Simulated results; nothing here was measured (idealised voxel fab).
process module | voxel wiring stack
cross-section cut | 160 nm wide | cells 5 nm
A cross-section is a grid of square cells, given in bands from the top down. A band is one or more rows of cells.
Each band's line starts with the height of the band's top and of its bottom, in nm. Then come its materials from left to right, each with its width in nm. One material with "throughout" fills the band from edge to edge. "air" is empty space.
Height 0 is the level under which the wafer as received is all one material. The lowest band goes on downwards, as in "0 down".
A width such as "30 to 40" changes by the same amount from each row of cells to the next, from the band's top row to its bottom row.
"no change" after a step means that no cell of the cross-section changed.
closed voids: empty space of 8 cells or more with no open way to the top, each as width x height at its distance from the left edge, in nm
after a step's settings: what the simulator itself notes on the step
overlay nm, on a step with a mask: how far to the right of its planned place the mask lay; to the left if negative
plan
1 op RECEIVE | material Si
2 op CONFORMAL_DEP | material SiO2 | thk nm 15
3 op DIRECTIONAL_DEP | material TiN | thk nm 5
4 op DIRECTIONAL_DEP | material W | thk nm 15
5 op DIRECTIONAL_DEP | material aC | thk nm 10
6 op PATTERN | tone cover | mask id METAL_1 | material resist | width nm 20 | pitch nm 45 | thk nm 25 | overlay nm 0
7 op DIRECTIONAL_ETCH | etch materials aC | depth nm 10
8 op STRIP | etch materials resist
9 op DIRECTIONAL_ETCH | etch materials W | depth nm 15
10 op DIRECTIONAL_ETCH | etch materials TiN | depth nm 5
11 op STRIP | etch materials aC
12 op CONFORMAL_DEP | material SiN | thk nm 5
13 op FILL_DEP | material lowk | thk nm 10
14 op CMP | height nm 35
15 op CONFORMAL_DEP | material SiCN | thk nm 5
16 op DIRECTIONAL_DEP | material lowk | thk nm 20
17 op PATTERN | tone open | mask id PLUG_1 | material resist | width nm 15 | thk nm 15 | overlay nm 0
18 op DIRECTIONAL_ETCH | etch materials lowk | depth nm 20
19 op DIRECTIONAL_ETCH | etch materials SiCN | depth nm 5
20 op STRIP | etch materials resist
21 op CONFORMAL_DEP | material TiN | thk nm 5
22 op FILL_DEP | material W | thk nm 5
23 op CMP | height nm 60
24 op CONFORMAL_DEP | material SiN | thk nm 5
25 op DIRECTIONAL_DEP | material lowk | thk nm 20
26 op PATTERN | tone open | mask id METAL_2 | material resist | width nm 20 | pitch nm 45 | thk nm 15 | overlay nm 0
27 op DIRECTIONAL_ETCH | etch materials lowk | depth nm 20
28 op DIRECTIONAL_ETCH | etch materials SiN | depth nm 5
29 op STRIP | etch materials resist
30 op CONFORMAL_DEP | material TiN | thk nm 5
31 op FILL_DEP | material Ru | thk nm 5
32 op CMP | height nm 85
33 op CONFORMAL_DEP | material SiCN | thk nm 5
34 op DIRECTIONAL_DEP | material lowk | thk nm 10
35 op MASKED_ETCH | tone open | mask id PLUG_2 | width nm 15 | pitch nm 45 | etch materials lowk | depth nm 10 | overlay nm 0
36 op MASKED_ETCH | tone open | mask id PLUG_2 | width nm 15 | pitch nm 45 | etch materials SiCN | depth nm 5 | overlay nm 0
37 op EPI | material Ru | thk nm 10
38 op EPI | material Ru | thk nm 5
39 op CONFORMAL_DEP | material SiCN | thk nm 5
40 op DIRECTIONAL_DEP | material SiO2 | thk nm 20
41 op PATTERN | tone open | mask id METAL_3 | material resist | width nm 20 | pitch nm 45 | thk nm 20 | overlay nm 0
42 op DIRECTIONAL_ETCH | etch materials SiO2 | depth nm 20
43 op DIRECTIONAL_ETCH | etch materials SiCN | depth nm 5
44 op STRIP | etch materials resist
45 op CONFORMAL_DEP | material TiN | thk nm 5
46 op FILL_DEP | material Cu | thk nm 5
47 op CMP | height nm 125
48 op EPI | material Ru | thk nm 5
49 op FILL_DEP | material SiCN | thk nm 5
as received, after step 1
  0 down: Si throughout
  closed voids: none
first wafer at the end, as planned
  135 to 130: SiCN throughout
  130 to 125: SiCN 40 | Ru 30 | SiCN 15 | Ru 30 | SiCN 45
  125 to 105: SiO2 45 | TiN 5 | Cu 10 | TiN 5 | SiO2 25 | TiN 5 | Cu 10 | TiN 5 | SiO2 50
  105 to 100: SiCN 45 | TiN 20 | SiCN 25 | TiN 20 | SiCN 50
  100 to 90: lowk 45 | Ru 15 | lowk 30 | Ru 15 | lowk 55
  90 to 85: SiCN 45 | Ru 15 | SiCN 30 | Ru 15 | SiCN 55
  85 to 65: lowk 45 | TiN 5 | Ru 10 | TiN 5 | lowk 25 | TiN 5 | Ru 10 | TiN 5 | lowk 50
  65 to 60: SiN 45 | TiN 20 | SiN 25 | TiN 20 | SiN 50
  60 to 40: lowk 45 | TiN 5 | W 5 | TiN 5 | lowk 100
  40 to 35: SiCN 45 | TiN 15 | SiCN 100
  35 to 20: lowk 40 | SiN 5 | W 20 | SiN 5 | lowk 15 | SiN 5 | W 20 | SiN 5 | lowk 45
  20 to 15: SiN 45 | TiN 20 | SiN 25 | TiN 20 | SiN 50
  15 to 0: SiO2 throughout
  0 down: Si throughout
  closed voids: none
second wafer at the end: like start, like plan, one mistake
  135 to 130: SiCN throughout
  130 to 125: SiCN 40 | Ru 30 | SiCN 15 | Ru 30 | SiCN 45
  125 to 105: SiO2 45 | TiN 5 | Cu 10 | TiN 5 | SiO2 25 | TiN 5 | Cu 10 | TiN 5 | SiO2 50
  105 to 100: SiCN 45 | TiN 20 | SiCN 25 | TiN 20 | SiCN 50
  100 to 90: lowk 45 | Ru 15 | lowk 30 | Ru 15 | lowk 55
  90 to 85: SiCN 45 | Ru 15 | SiCN 30 | Ru 15 | SiCN 55
  85 to 65: lowk 45 | TiN 5 | Ru 10 | TiN 5 | lowk 25 | TiN 5 | Ru 10 | TiN 5 | lowk 50
  65 to 60: SiN 45 | TiN 20 | SiN 25 | TiN 20 | SiN 50
  60 to 40: lowk 45 | TiN 5 | W 5 | TiN 5 | lowk 100
  40 to 35: SiCN 45 | TiN 15 | SiCN 100
  35 to 30: SiN 45 | TiN 20 | SiN 25 | TiN 20 | SiN 50
  30 to 15: W throughout
  15 to 0: SiO2 throughout
  0 down: Si throughout
  closed voids: none
what went wrong: steps 3 and 4 were swapped
at the end the second wafer has, in cells: 12 fewer of SiN | 72 more of W | 60 fewer of lowk
